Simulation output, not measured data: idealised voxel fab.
Process module name: voxel ribs on slabs
Square cells of 5 nm make up the cross-section cut, whose width is 185 nm.
How to read a cross-section here: the picture is a grid of square cells, written as bands going from the top down, and any band can span one or more rows of cells.
The band entry comprises the height of the band's top followed by the height of its bottom, expressed in nm, and subsequently the band's materials from left to right, each stated together with its width in nm. Where a single material is marked with the word "full width", that material fills the band from edge to edge. The word "empty" represents empty space.
Heights are reckoned from 0. Under this level, the received wafer is all of one material. The bottommost band is open-ended downward, for example "0 nm and below".
Graded width ("30->40"): value in top row of band = first number; value in bottom row = second number; row-to-row change constant.
"nothing got changed" means the step left every cell of the cross-section as it was.
The label "Non-vented voids" introduces a list of the empty spaces, 8 cells or larger, that have no open way up to the top; each entry in it reads width x height at distance, where the distance is taken from the left edge and all three are stated in nm.
Whatever follows a step's settings on its line is a remark the simulator itself makes about that step.
A step line may carry the setting "overlay nm", which, for steps involving a mask, states the distance by which the mask lay to the right of its intended position; negative values denote displacement to the left.
**The steps planned for the process are as follows**
1. RECEIVE [material Si]
2. DIRECTIONAL_DEP [material SiO2] [thk nm 20]
3. DIRECTIONAL_DEP [material polySi] [thk nm 25]
4. MASKED_ETCH [tone cover] [mask id RIB] [width nm 30] [etch materials polySi] [depth nm 20] [overlay nm 0]
5. PATTERN [tone cover] [mask id SLAB] [material resist] [width nm 80] [thk nm 20] [overlay nm 0]
6. DIRECTIONAL_ETCH [etch materials polySi] [depth nm 5]
7. STRIP [etch materials resist]
8. FILL_DEP [material SiO2] [thk nm 20]
9. CMP [height nm 60]
10. DIRECTIONAL_DEP [material TiN] [thk nm 5]
11. MASKED_ETCH [tone cover] [mask id HEATER] [width nm 40] [etch materials TiN] [depth nm 5] [overlay nm 0]
12. CONFORMAL_DEP [material SiN] [thk nm 5]
**The following pertains to the first of two wafers, which was processed as planned**
**Incoming wafer in cross-section (state: after step 1)**
  0 nm and below: Si full width
  Non-vented voids: none
**After step 2: wafer cross-section**
  20 nm to 0 nm: SiO2 full width
  Whatever lies below 0 is exactly as it was before.
**After step 3: wafer cross-section**
  45 nm to 20 nm: polySi full width
  Whatever lies below 20 is exactly as it was before.
**After step 4: wafer cross-section**
  45 nm to 25 nm: empty (75) | polySi (30) | empty (80)
  Whatever lies below 25 is exactly as it was before.
**After step 5: wafer cross-section**
  65 nm to 45 nm: empty (50) | resist (80) | empty (55)
  45 nm to 25 nm: empty (50) | resist (25) | polySi (30) | resist (25) | empty (55)
  Whatever lies below 25 is exactly as it was before.
**After step 6: wafer cross-section**
  65 nm to 45 nm: empty (50) | resist (80) | empty (55)
  45 nm to 25 nm: empty (50) | resist (25) | polySi (30) | resist (25) | empty (55)
  25 nm to 20 nm: empty (50) | polySi (80) | empty (55)
  Whatever lies below 20 is exactly as it was before.
**After step 7: wafer cross-section**
  45 nm to 25 nm: empty (75) | polySi (30) | empty (80)
  Whatever lies below 25 is exactly as it was before.
**After step 8: wafer cross-section**
  65 nm to 45 nm: SiO2 full width
  45 nm to 25 nm: SiO2 (75) | polySi (30) | SiO2 (80)
  25 nm to 20 nm: SiO2 (50) | polySi (80) | SiO2 (55)
  Whatever lies below 20 is exactly as it was before.
**After step 9: wafer cross-section**
  60 nm to 45 nm: SiO2 full width
  Whatever lies below 45 is exactly as it was before.
**After step 10: wafer cross-section**
  65 nm to 60 nm: TiN full width
  Whatever lies below 60 is exactly as it was before.
**After step 11: wafer cross-section**
  65 nm to 60 nm: empty (70) | TiN (40) | empty (75)
  Whatever lies below 60 is exactly as it was before.
**After step 12: wafer cross-section**
  70 nm to 65 nm: empty (65) | SiN (50) | empty (70)
  65 nm to 60 nm: SiN (70) | TiN (40) | SiN (75)
  Whatever lies below 60 is exactly as it was before.
**Second wafer, same starting state and plan as the first, one mistake in the run, identical through step 11**
Second wafer: cross-section at the scheduled end of step 12: nothing got changed
What broke from the plan during processing? step 12 was dropped from the plan's execution and never run
Count the cells at the end and the second wafer has more or fewer of some materials than the first: SiN -39
